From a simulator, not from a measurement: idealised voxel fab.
This section sets out a process module, namely voxel wiring stack.
This is section cut - it's 255 nm across, gridded in 5 nm square cells.
Cross-section spec: square-cell grid; bands listed top down; each band is one or more rows.
The entry gives the band's vertical extent as a top height and a bottom height in nm, then its horizontal make-up as materials from left to right, each with a width in nm. "air" stands for empty space; a single material marked "all across" fills the band edge to edge.
Heights from 0 (as-received wafer is one material below). Bottom band endless downward, as "0..down".
Graded width ("30 to 40"): value in top row of band = first number; value in bottom row = second number; row-to-row change constant.
The cross-section has no changed cell in any step marked "no modification".
So "Trapped cavities" is basically the list of trapped voids: any empty space of 8 cells or more that can't reach the top through an opening. They're written width x height at distance, the distance being from the left edge, and it's all nm.
Anything after a step's settings on that line? It's the simulator's own note about the step.
Among the settings permitted on a step's line is "overlay nm"; applied to a step with a mask, it specifies the extent to which the mask lay to the right of its planned position, whereas a negative figure signifies a position to the left.

-- plan
1 RECEIVE (material Si)
2 CONFORMAL_DEP (material SiO2; thk nm 10)
3 CONFORMAL_DEP (material SiCN; thk nm 5)
4 DIRECTIONAL_DEP (material SiO2; thk nm 20)
5 MASKED_ETCH (tone open; mask id METAL_1; width nm 25; pitch nm 55; etch materials SiO2; depth nm 20; overlay nm 0)
6 MASKED_ETCH (tone open; mask id METAL_1; width nm 25; pitch nm 55; etch materials SiCN; depth nm 5; overlay nm 0)
7 CONFORMAL_DEP (material TiN; thk nm 5)
8 FILL_DEP (material W; thk nm 5)
9 CMP (height nm 35)
10 EPI (material Ru; thk nm 5)
11 FILL_DEP (material SiCN; thk nm 5)
12 DIRECTIONAL_DEP (material lowk; thk nm 25)
13 DIRECTIONAL_DEP (material aC; thk nm 10)
14 PATTERN (tone open; mask id METAL_2_HOLES; material resist; width nm 15; pitch nm 55; thk nm 30; overlay nm 0)
15 DIRECTIONAL_ETCH (etch materials aC; depth nm 10)
16 STRIP (etch materials resist)
17 DIRECTIONAL_ETCH (etch materials lowk; depth nm 25)
18 STRIP (etch materials aC)
19 PATTERN (tone open; mask id METAL_2; material resist; width nm 25; pitch nm 55; thk nm 20; overlay nm 0)
20 DIRECTIONAL_ETCH (etch materials lowk; depth nm 15)
21 DIRECTIONAL_ETCH (etch materials SiCN; depth nm 5)
22 STRIP (etch materials resist)
23 CONFORMAL_DEP (material TiN; thk nm 5)
24 FILL_DEP (material Ru; thk nm 10)
25 CMP (height nm 70)
26 CONFORMAL_DEP (material SiCN; thk nm 5)
27 DIRECTIONAL_DEP (material lowk; thk nm 25)
28 DIRECTIONAL_DEP (material aC; thk nm 15)
29 PATTERN (tone open; mask id METAL_3; material resist; width nm 25; pitch nm 55; thk nm 30; overlay nm 0)
30 DIRECTIONAL_ETCH (etch materials aC; depth nm 15)
31 STRIP (etch materials resist)
32 DIRECTIONAL_ETCH (etch materials lowk; depth nm 15)
33 STRIP (etch materials aC)
34 PATTERN (tone open; mask id METAL_3_HOLES; material resist; width nm 15; pitch nm 55; thk nm 20; overlay nm 0)
35 DIRECTIONAL_ETCH (etch materials lowk; depth nm 10)
36 DIRECTIONAL_ETCH (etch materials SiCN; depth nm 5)
37 STRIP (etch materials resist)
38 CONFORMAL_DEP (material TiN; thk nm 5)
39 FILL_DEP (material Cu; thk nm 10)
40 CMP (height nm 100)
41 CONFORMAL_DEP (material SiN; thk nm 5)

-- First out of two wafers; run went to plan

-- As-received state of the wafer in cross-section, equivalent to post-step 1
0..down = Si all across
Trapped cavities: none

-- Take a look at the wafer's cross-section after step 2
10..0 = SiO2 all across
Below 0, the layers are the same as they were.

-- Take a look at the wafer's cross-section after step 3
15..10 = SiCN all across
Below 10, the layers are the same as they were.

-- Take a look at the wafer's cross-section after step 4
35..15 = SiO2 all across
Below 15, the layers are the same as they were.

-- Take a look at the wafer's cross-section after step 5
35..15 = 60 of SiO2, 25 of air, 30 of SiO2, 25 of air, 30 of SiO2, 25 of air, 60 of SiO2
Below 15, the layers are the same as they were.

-- Take a look at the wafer's cross-section after step 6
35..15 = 60 of SiO2, 25 of air, 30 of SiO2, 25 of air, 30 of SiO2, 25 of air, 60 of SiO2
15..10 = 60 of SiCN, 25 of air, 30 of SiCN, 25 of air, 30 of SiCN, 25 of air, 60 of SiCN
Below 10, the layers are the same as they were.

-- Take a look at the wafer's cross-section after step 7
40..35 = 65 of TiN, 15 of air, 40 of TiN, 15 of air, 40 of TiN, 15 of air, 65 of TiN
35..15 = 60 of SiO2, 5 of TiN, 15 of air, 5 of TiN, 30 of SiO2, 5 of TiN, 15 of air, 5 of TiN, 30 of SiO2, 5 of TiN, 15 of air, 5 of TiN, 60 of SiO2
15..10 = 60 of SiCN, 25 of TiN, 30 of SiCN, 25 of TiN, 30 of SiCN, 25 of TiN, 60 of SiCN
Below 10, the layers are the same as they were.

-- Take a look at the wafer's cross-section after step 8
45..40 = W all across
40..35 = 65 of TiN, 15 of W, 40 of TiN, 15 of W, 40 of TiN, 15 of W, 65 of TiN
35..15 = 60 of SiO2, 5 of TiN, 15 of W, 5 of TiN, 30 of SiO2, 5 of TiN, 15 of W, 5 of TiN, 30 of SiO2, 5 of TiN, 15 of W, 5 of TiN, 60 of SiO2
Below 15, the layers are the same as they were.

-- Take a look at the wafer's cross-section after step 9
35..15 = 60 of SiO2, 5 of TiN, 15 of W, 5 of TiN, 30 of SiO2, 5 of TiN, 15 of W, 5 of TiN, 30 of SiO2, 5 of TiN, 15 of W, 5 of TiN, 60 of SiO2
Below 15, the layers are the same as they were.

-- Take a look at the wafer's cross-section after step 10
40..35 = 55 of air, 35 of Ru, 20 of air, 35 of Ru, 20 of air, 35 of Ru, 55 of air
Below 35, the layers are the same as they were.

-- Take a look at the wafer's cross-section after step 11
45..40 = SiCN all across
40..35 = 55 of SiCN, 35 of Ru, 20 of SiCN, 35 of Ru, 20 of SiCN, 35 of Ru, 55 of SiCN
Below 35, the layers are the same as they were.

-- Take a look at the wafer's cross-section after step 12
70..45 = lowk all across
Below 45, the layers are the same as they were.

-- Take a look at the wafer's cross-section after step 13
80..70 = aC all across
Below 70, the layers are the same as they were.

-- Take a look at the wafer's cross-section after step 14
110..80 = 60 of resist, 15 of air, 40 of resist, 15 of air, 40 of resist, 15 of air, 70 of resist
Below 80, the layers are the same as they were.

-- Take a look at the wafer's cross-section after step 15
100..80 = 60 of resist, 15 of air, 40 of resist, 15 of air, 40 of resist, 15 of air, 70 of resist
80..70 = 60 of aC, 15 of air, 40 of aC, 15 of air, 40 of aC, 15 of air, 70 of aC
Below 70, the layers are the same as they were.

-- Take a look at the wafer's cross-section after step 16
80..70 = 60 of aC, 15 of air, 40 of aC, 15 of air, 40 of aC, 15 of air, 70 of aC
Below 70, the layers are the same as they were.

-- Take a look at the wafer's cross-section after step 17
80..70 = 60 of aC, 15 of air, 40 of aC, 15 of air, 40 of aC, 15 of air, 70 of aC
70..45 = 60 of lowk, 15 of air, 40 of lowk, 15 of air, 40 of lowk, 15 of air, 70 of lowk
Below 45, the layers are the same as they were.

-- Take a look at the wafer's cross-section after step 18
70..45 = 60 of lowk, 15 of air, 40 of lowk, 15 of air, 40 of lowk, 15 of air, 70 of lowk
Below 45, the layers are the same as they were.

-- Take a look at the wafer's cross-section after step 19
90..70 = 60 of resist, 25 of air, 30 of resist, 25 of air, 30 of resist, 25 of air, 60 of resist
Below 70, the layers are the same as they were.

-- Take a look at the wafer's cross-section after step 20
90..70 = 60 of resist, 25 of air, 30 of resist, 25 of air, 30 of resist, 25 of air, 60 of resist
70..55 = 60 of lowk, 25 of air, 30 of lowk, 25 of air, 30 of lowk, 25 of air, 60 of lowk
Below 55, the layers are the same as they were.

-- Take a look at the wafer's cross-section after step 21
90..70 = 60 of resist, 25 of air, 30 of resist, 25 of air, 30 of resist, 25 of air, 60 of resist
70..55 = 60 of lowk, 25 of air, 30 of lowk, 25 of air, 30 of lowk, 25 of air, 60 of lowk
55..45 = 60 of lowk, 15 of air, 40 of lowk, 15 of air, 40 of lowk, 15 of air, 70 of lowk
45..40 = 60 of SiCN, 15 of air, 40 of SiCN, 15 of air, 40 of SiCN, 15 of air, 70 of SiCN
Below 40, the layers are the same as they were.

-- Take a look at the wafer's cross-section after step 22
70..55 = 60 of lowk, 25 of air, 30 of lowk, 25 of air, 30 of lowk, 25 of air, 60 of lowk
Below 55, the layers are the same as they were.

-- Take a look at the wafer's cross-section after step 23
75..70 = 65 of TiN, 15 of air, 40 of TiN, 15 of air, 40 of TiN, 15 of air, 65 of TiN
70..60 = 60 of lowk, 5 of TiN, 15 of air, 5 of TiN, 30 of lowk, 5 of TiN, 15 of air, 5 of TiN, 30 of lowk, 5 of TiN, 15 of air, 5 of TiN, 60 of lowk
60..55 = 60 of lowk, 5 of TiN, 5 of air, 15 of TiN, 30 of lowk, 5 of TiN, 5 of air, 15 of TiN, 30 of lowk, 5 of TiN, 5 of air, 15 of TiN, 60 of lowk
55..45 = 60 of lowk, 5 of TiN, 5 of air, 5 of TiN, 40 of lowk, 5 of TiN, 5 of air, 5 of TiN, 40 of lowk, 5 of TiN, 5 of air, 5 of TiN, 70 of lowk
45..40 = 60 of SiCN, 15 of TiN, 40 of SiCN, 15 of TiN, 40 of SiCN, 15 of TiN, 70 of SiCN
Below 40, the layers are the same as they were.

-- Take a look at the wafer's cross-section after step 24
85..75 = Ru all across
75..70 = 65 of TiN, 15 of Ru, 40 of TiN, 15 of Ru, 40 of TiN, 15 of Ru, 65 of TiN
70..60 = 60 of lowk, 5 of TiN, 15 of Ru, 5 of TiN, 30 of lowk, 5 of TiN, 15 of Ru, 5 of TiN, 30 of lowk, 5 of TiN, 15 of Ru, 5 of TiN, 60 of lowk
60..55 = 60 of lowk, 5 of TiN, 5 of Ru, 15 of TiN, 30 of lowk, 5 of TiN, 5 of Ru, 15 of TiN, 30 of lowk, 5 of TiN, 5 of Ru, 15 of TiN, 60 of lowk
55..45 = 60 of lowk, 5 of TiN, 5 of Ru, 5 of TiN, 40 of lowk, 5 of TiN, 5 of Ru, 5 of TiN, 40 of lowk, 5 of TiN, 5 of Ru, 5 of TiN, 70 of lowk
Below 45, the layers are the same as they were.

-- Take a look at the wafer's cross-section after step 25
70..60 = 60 of lowk, 5 of TiN, 15 of Ru, 5 of TiN, 30 of lowk, 5 of TiN, 15 of Ru, 5 of TiN, 30 of lowk, 5 of TiN, 15 of Ru, 5 of TiN, 60 of lowk
Below 60, the layers are the same as they were.

-- Take a look at the wafer's cross-section after step 26
75..70 = SiCN all across
Below 70, the layers are the same as they were.

-- Take a look at the wafer's cross-section after step 27
100..75 = lowk all across
Below 75, the layers are the same as they were.

-- Take a look at the wafer's cross-section after step 28
115..100 = aC all across
Below 100, the layers are the same as they were.

-- Take a look at the wafer's cross-section after step 29
145..115 = 60 of resist, 25 of air, 30 of resist, 25 of air, 30 of resist, 25 of air, 60 of resist
Below 115, the layers are the same as they were.

-- Take a look at the wafer's cross-section after step 30
130..115 = 60 of resist, 25 of air, 30 of resist, 25 of air, 30 of resist, 25 of air, 60 of resist
115..100 = 60 of aC, 25 of air, 30 of aC, 25 of air, 30 of aC, 25 of air, 60 of aC
Below 100, the layers are the same as they were.

-- Take a look at the wafer's cross-section after step 31
115..100 = 60 of aC, 25 of air, 30 of aC, 25 of air, 30 of aC, 25 of air, 60 of aC
Below 100, the layers are the same as they were.

-- Take a look at the wafer's cross-section after step 32
115..100 = 60 of aC, 25 of air, 30 of aC, 25 of air, 30 of aC, 25 of air, 60 of aC
100..85 = 60 of lowk, 25 of air, 30 of lowk, 25 of air, 30 of lowk, 25 of air, 60 of lowk
Below 85, the layers are the same as they were.

-- Take a look at the wafer's cross-section after step 33
100..85 = 60 of lowk, 25 of air, 30 of lowk, 25 of air, 30 of lowk, 25 of air, 60 of lowk
Below 85, the layers are the same as they were.

-- Take a look at the wafer's cross-section after step 34
120..100 = 60 of resist, 15 of air, 40 of resist, 15 of air, 40 of resist, 15 of air, 70 of resist
100..85 = 60 of lowk, 15 of air, 10 of resist, 30 of lowk, 15 of air, 10 of resist, 30 of lowk, 15 of air, 10 of resist, 60 of lowk
Below 85, the layers are the same as they were.

-- Take a look at the wafer's cross-section after step 35
120..100 = 60 of resist, 15 of air, 40 of resist, 15 of air, 40 of resist, 15 of air, 70 of resist
100..85 = 60 of lowk, 15 of air, 10 of resist, 30 of lowk, 15 of air, 10 of resist, 30 of lowk, 15 of air, 10 of resist, 60 of lowk
85..75 = 60 of lowk, 15 of air, 40 of lowk, 15 of air, 40 of lowk, 15 of air, 70 of lowk
Below 75, the layers are the same as they were.

-- Take a look at the wafer's cross-section after step 36
120..100 = 60 of resist, 15 of air, 40 of resist, 15 of air, 40 of resist, 15 of air, 70 of resist
100..85 = 60 of lowk, 15 of air, 10 of resist, 30 of lowk, 15 of air, 10 of resist, 30 of lowk, 15 of air, 10 of resist, 60 of lowk
85..75 = 60 of lowk, 15 of air, 40 of lowk, 15 of air, 40 of lowk, 15 of air, 70 of lowk
75..70 = 60 of SiCN, 15 of air, 40 of SiCN, 15 of air, 40 of SiCN, 15 of air, 70 of SiCN
Below 70, the layers are the same as they were.

-- Take a look at the wafer's cross-section after step 37
100..85 = 60 of lowk, 25 of air, 30 of lowk, 25 of air, 30 of lowk, 25 of air, 60 of lowk
Below 85, the layers are the same as they were.

-- Take a look at the wafer's cross-section after step 38
105..100 = 65 of TiN, 15 of air, 40 of TiN, 15 of air, 40 of TiN, 15 of air, 65 of TiN
100..90 = 60 of lowk, 5 of TiN, 15 of air, 5 of TiN, 30 of lowk, 5 of TiN, 15 of air, 5 of TiN, 30 of lowk, 5 of TiN, 15 of air, 5 of TiN, 60 of lowk
90..85 = 60 of lowk, 5 of TiN, 5 of air, 15 of TiN, 30 of lowk, 5 of TiN, 5 of air, 15 of TiN, 30 of lowk, 5 of TiN, 5 of air, 15 of TiN, 60 of lowk
85..75 = 60 of lowk, 5 of TiN, 5 of air, 5 of TiN, 40 of lowk, 5 of TiN, 5 of air, 5 of TiN, 40 of lowk, 5 of TiN, 5 of air, 5 of TiN, 70 of lowk
75..70 = 60 of SiCN, 15 of TiN, 40 of SiCN, 15 of TiN, 40 of SiCN, 15 of TiN, 70 of SiCN
Below 70, the layers are the same as they were.

-- Take a look at the wafer's cross-section after step 39
115..105 = Cu all across
105..100 = 65 of TiN, 15 of Cu, 40 of TiN, 15 of Cu, 40 of TiN, 15 of Cu, 65 of TiN
100..90 = 60 of lowk, 5 of TiN, 15 of Cu, 5 of TiN, 30 of lowk, 5 of TiN, 15 of Cu, 5 of TiN, 30 of lowk, 5 of TiN, 15 of Cu, 5 of TiN, 60 of lowk
90..85 = 60 of lowk, 5 of TiN, 5 of Cu, 15 of TiN, 30 of lowk, 5 of TiN, 5 of Cu, 15 of TiN, 30 of lowk, 5 of TiN, 5 of Cu, 15 of TiN, 60 of lowk
85..75 = 60 of lowk, 5 of TiN, 5 of Cu, 5 of TiN, 40 of lowk, 5 of TiN, 5 of Cu, 5 of TiN, 40 of lowk, 5 of TiN, 5 of Cu, 5 of TiN, 70 of lowk
Below 75, the layers are the same as they were.

-- Take a look at the wafer's cross-section after step 40
100..90 = 60 of lowk, 5 of TiN, 15 of Cu, 5 of TiN, 30 of lowk, 5 of TiN, 15 of Cu, 5 of TiN, 30 of lowk, 5 of TiN, 15 of Cu, 5 of TiN, 60 of lowk
Below 90, the layers are the same as they were.

-- Take a look at the wafer's cross-section after step 41
105..100 = SiN all across
Below 100, the layers are the same as they were.

-- The second wafer began exactly as the first did and followed the same plan, but one mistake was made while running it; through step 11 inclusive, the two wafers are identical

-- Second wafer profile in section, at the moment step 12 of the plan was meant to be complete
95..45 = lowk all across
Below 45, the layers are the same as they were.

-- Second wafer profile in section, at the moment step 13 of the plan was meant to be complete
105..95 = aC all across
Below 95, the layers are the same as they were.

-- Second wafer profile in section, at the moment step 14 of the plan was meant to be complete
135..105 = 60 of resist, 15 of air, 40 of resist, 15 of air, 40 of resist, 15 of air, 70 of resist
Below 105, the layers are the same as they were.

-- Second wafer profile in section, at the moment step 15 of the plan was meant to be complete
125..105 = 60 of resist, 15 of air, 40 of resist, 15 of air, 40 of resist, 15 of air, 70 of resist
105..95 = 60 of aC, 15 of air, 40 of aC, 15 of air, 40 of aC, 15 of air, 70 of aC
Below 95, the layers are the same as they were.

-- Second wafer profile in section, at the moment step 16 of the plan was meant to be complete
105..95 = 60 of aC, 15 of air, 40 of aC, 15 of air, 40 of aC, 15 of air, 70 of aC
Below 95, the layers are the same as they were.

-- Second wafer profile in section, at the moment step 17 of the plan was meant to be complete
105..95 = 60 of aC, 15 of air, 40 of aC, 15 of air, 40 of aC, 15 of air, 70 of aC
95..70 = 60 of lowk, 15 of air, 40 of lowk, 15 of air, 40 of lowk, 15 of air, 70 of lowk
Below 70, the layers are the same as they were.

-- Second wafer profile in section, at the moment step 18 of the plan was meant to be complete
95..70 = 60 of lowk, 15 of air, 40 of lowk, 15 of air, 40 of lowk, 15 of air, 70 of lowk
Below 70, the layers are the same as they were.

-- Second wafer profile in section, at the moment step 19 of the plan was meant to be complete
115..95 = 60 of resist, 25 of air, 30 of resist, 25 of air, 30 of resist, 25 of air, 60 of resist
Below 95, the layers are the same as they were.

-- Second wafer profile in section, at the moment step 20 of the plan was meant to be complete
115..95 = 60 of resist, 25 of air, 30 of resist, 25 of air, 30 of resist, 25 of air, 60 of resist
95..80 = 60 of lowk, 25 of air, 30 of lowk, 25 of air, 30 of lowk, 25 of air, 60 of lowk
80..55 = 60 of lowk, 15 of air, 40 of lowk, 15 of air, 40 of lowk, 15 of air, 70 of lowk
Below 55, the layers are the same as they were.

Second wafer profile in section, at the moment step 21 of the plan was meant to be complete: no modification

-- Second wafer profile in section, at the moment step 22 of the plan was meant to be complete
95..80 = 60 of lowk, 25 of air, 30 of lowk, 25 of air, 30 of lowk, 25 of air, 60 of lowk
Below 80, the layers are the same as they were.

-- Second wafer profile in section, at the moment step 23 of the plan was meant to be complete
100..95 = 65 of TiN, 15 of air, 40 of TiN, 15 of air, 40 of TiN, 15 of air, 65 of TiN
95..85 = 60 of lowk, 5 of TiN, 15 of air, 5 of TiN, 30 of lowk, 5 of TiN, 15 of air, 5 of TiN, 30 of lowk, 5 of TiN, 15 of air, 5 of TiN, 60 of lowk
85..80 = 60 of lowk, 5 of TiN, 5 of air, 15 of TiN, 30 of lowk, 5 of TiN, 5 of air, 15 of TiN, 30 of lowk, 5 of TiN, 5 of air, 15 of TiN, 60 of lowk
80..60 = 60 of lowk, 5 of TiN, 5 of air, 5 of TiN, 40 of lowk, 5 of TiN, 5 of air, 5 of TiN, 40 of lowk, 5 of TiN, 5 of air, 5 of TiN, 70 of lowk
60..55 = 60 of lowk, 15 of TiN, 40 of lowk, 15 of TiN, 40 of lowk, 15 of TiN, 70 of lowk
Below 55, the layers are the same as they were.

-- Second wafer profile in section, at the moment step 24 of the plan was meant to be complete
110..100 = Ru all across
100..95 = 65 of TiN, 15 of Ru, 40 of TiN, 15 of Ru, 40 of TiN, 15 of Ru, 65 of TiN
95..85 = 60 of lowk, 5 of TiN, 15 of Ru, 5 of TiN, 30 of lowk, 5 of TiN, 15 of Ru, 5 of TiN, 30 of lowk, 5 of TiN, 15 of Ru, 5 of TiN, 60 of lowk
85..80 = 60 of lowk, 5 of TiN, 5 of Ru, 15 of TiN, 30 of lowk, 5 of TiN, 5 of Ru, 15 of TiN, 30 of lowk, 5 of TiN, 5 of Ru, 15 of TiN, 60 of lowk
80..60 = 60 of lowk, 5 of TiN, 5 of Ru, 5 of TiN, 40 of lowk, 5 of TiN, 5 of Ru, 5 of TiN, 40 of lowk, 5 of TiN, 5 of Ru, 5 of TiN, 70 of lowk
Below 60, the layers are the same as they were.

-- Second wafer profile in section, at the moment step 25 of the plan was meant to be complete
70..60 = 60 of lowk, 5 of TiN, 5 of Ru, 5 of TiN, 40 of lowk, 5 of TiN, 5 of Ru, 5 of TiN, 40 of lowk, 5 of TiN, 5 of Ru, 5 of TiN, 70 of lowk
Below 60, the layers are the same as they were.

-- Second wafer profile in section, at the moment step 26 of the plan was meant to be complete
75..70 = SiCN all across
Below 70, the layers are the same as they were.

-- Second wafer profile in section, at the moment step 27 of the plan was meant to be complete
100..75 = lowk all across
Below 75, the layers are the same as they were.

-- Second wafer profile in section, at the moment step 28 of the plan was meant to be complete
115..100 = aC all across
Below 100, the layers are the same as they were.

-- Second wafer profile in section, at the moment step 29 of the plan was meant to be complete
145..115 = 60 of resist, 25 of air, 30 of resist, 25 of air, 30 of resist, 25 of air, 60 of resist
Below 115, the layers are the same as they were.

-- Second wafer profile in section, at the moment step 30 of the plan was meant to be complete
130..115 = 60 of resist, 25 of air, 30 of resist, 25 of air, 30 of resist, 25 of air, 60 of resist
115..100 = 60 of aC, 25 of air, 30 of aC, 25 of air, 30 of aC, 25 of air, 60 of aC
Below 100, the layers are the same as they were.

-- Second wafer profile in section, at the moment step 31 of the plan was meant to be complete
115..100 = 60 of aC, 25 of air, 30 of aC, 25 of air, 30 of aC, 25 of air, 60 of aC
Below 100, the layers are the same as they were.

-- Second wafer profile in section, at the moment step 32 of the plan was meant to be complete
115..100 = 60 of aC, 25 of air, 30 of aC, 25 of air, 30 of aC, 25 of air, 60 of aC
100..85 = 60 of lowk, 25 of air, 30 of lowk, 25 of air, 30 of lowk, 25 of air, 60 of lowk
Below 85, the layers are the same as they were.

-- Second wafer profile in section, at the moment step 33 of the plan was meant to be complete
100..85 = 60 of lowk, 25 of air, 30 of lowk, 25 of air, 30 of lowk, 25 of air, 60 of lowk
Below 85, the layers are the same as they were.

-- Second wafer profile in section, at the moment step 34 of the plan was meant to be complete
120..100 = 60 of resist, 15 of air, 40 of resist, 15 of air, 40 of resist, 15 of air, 70 of resist
100..85 = 60 of lowk, 15 of air, 10 of resist, 30 of lowk, 15 of air, 10 of resist, 30 of lowk, 15 of air, 10 of resist, 60 of lowk
Below 85, the layers are the same as they were.

-- Second wafer profile in section, at the moment step 35 of the plan was meant to be complete
120..100 = 60 of resist, 15 of air, 40 of resist, 15 of air, 40 of resist, 15 of air, 70 of resist
100..85 = 60 of lowk, 15 of air, 10 of resist, 30 of lowk, 15 of air, 10 of resist, 30 of lowk, 15 of air, 10 of resist, 60 of lowk
85..75 = 60 of lowk, 15 of air, 40 of lowk, 15 of air, 40 of lowk, 15 of air, 70 of lowk
Below 75, the layers are the same as they were.

-- Second wafer profile in section, at the moment step 36 of the plan was meant to be complete
120..100 = 60 of resist, 15 of air, 40 of resist, 15 of air, 40 of resist, 15 of air, 70 of resist
100..85 = 60 of lowk, 15 of air, 10 of resist, 30 of lowk, 15 of air, 10 of resist, 30 of lowk, 15 of air, 10 of resist, 60 of lowk
85..75 = 60 of lowk, 15 of air, 40 of lowk, 15 of air, 40 of lowk, 15 of air, 70 of lowk
75..70 = 60 of SiCN, 15 of air, 40 of SiCN, 15 of air, 40 of SiCN, 15 of air, 70 of SiCN
Below 70, the layers are the same as they were.

-- Second wafer profile in section, at the moment step 37 of the plan was meant to be complete
100..85 = 60 of lowk, 25 of air, 30 of lowk, 25 of air, 30 of lowk, 25 of air, 60 of lowk
Below 85, the layers are the same as they were.

-- Second wafer profile in section, at the moment step 38 of the plan was meant to be complete
105..100 = 65 of TiN, 15 of air, 40 of TiN, 15 of air, 40 of TiN, 15 of air, 65 of TiN
100..90 = 60 of lowk, 5 of TiN, 15 of air, 5 of TiN, 30 of lowk, 5 of TiN, 15 of air, 5 of TiN, 30 of lowk, 5 of TiN, 15 of air, 5 of TiN, 60 of lowk
90..85 = 60 of lowk, 5 of TiN, 5 of air, 15 of TiN, 30 of lowk, 5 of TiN, 5 of air, 15 of TiN, 30 of lowk, 5 of TiN, 5 of air, 15 of TiN, 60 of lowk
85..75 = 60 of lowk, 5 of TiN, 5 of air, 5 of TiN, 40 of lowk, 5 of TiN, 5 of air, 5 of TiN, 40 of lowk, 5 of TiN, 5 of air, 5 of TiN, 70 of lowk
75..70 = 60 of SiCN, 15 of TiN, 40 of SiCN, 15 of TiN, 40 of SiCN, 15 of TiN, 70 of SiCN
Below 70, the layers are the same as they were.

-- Second wafer profile in section, at the moment step 39 of the plan was meant to be complete
115..105 = Cu all across
105..100 = 65 of TiN, 15 of Cu, 40 of TiN, 15 of Cu, 40 of TiN, 15 of Cu, 65 of TiN
100..90 = 60 of lowk, 5 of TiN, 15 of Cu, 5 of TiN, 30 of lowk, 5 of TiN, 15 of Cu, 5 of TiN, 30 of lowk, 5 of TiN, 15 of Cu, 5 of TiN, 60 of lowk
90..85 = 60 of lowk, 5 of TiN, 5 of Cu, 15 of TiN, 30 of lowk, 5 of TiN, 5 of Cu, 15 of TiN, 30 of lowk, 5 of TiN, 5 of Cu, 15 of TiN, 60 of lowk
85..75 = 60 of lowk, 5 of TiN, 5 of Cu, 5 of TiN, 40 of lowk, 5 of TiN, 5 of Cu, 5 of TiN, 40 of lowk, 5 of TiN, 5 of Cu, 5 of TiN, 70 of lowk
Below 75, the layers are the same as they were.

-- Second wafer profile in section, at the moment step 40 of the plan was meant to be complete
100..90 = 60 of lowk, 5 of TiN, 15 of Cu, 5 of TiN, 30 of lowk, 5 of TiN, 15 of Cu, 5 of TiN, 30 of lowk, 5 of TiN, 15 of Cu, 5 of TiN, 60 of lowk
Below 90, the layers are the same as they were.

-- Second wafer profile in section, at the moment step 41 of the plan was meant to be complete
105..100 = SiN all across
Below 100, the layers are the same as they were.
Plan not followed: the plan had its step 12 run twice
Final tally in cells, some materials are higher or lower on the second wafer than on the first: Ru -21 | SiCN +9 | TiN -24 | lowk +36
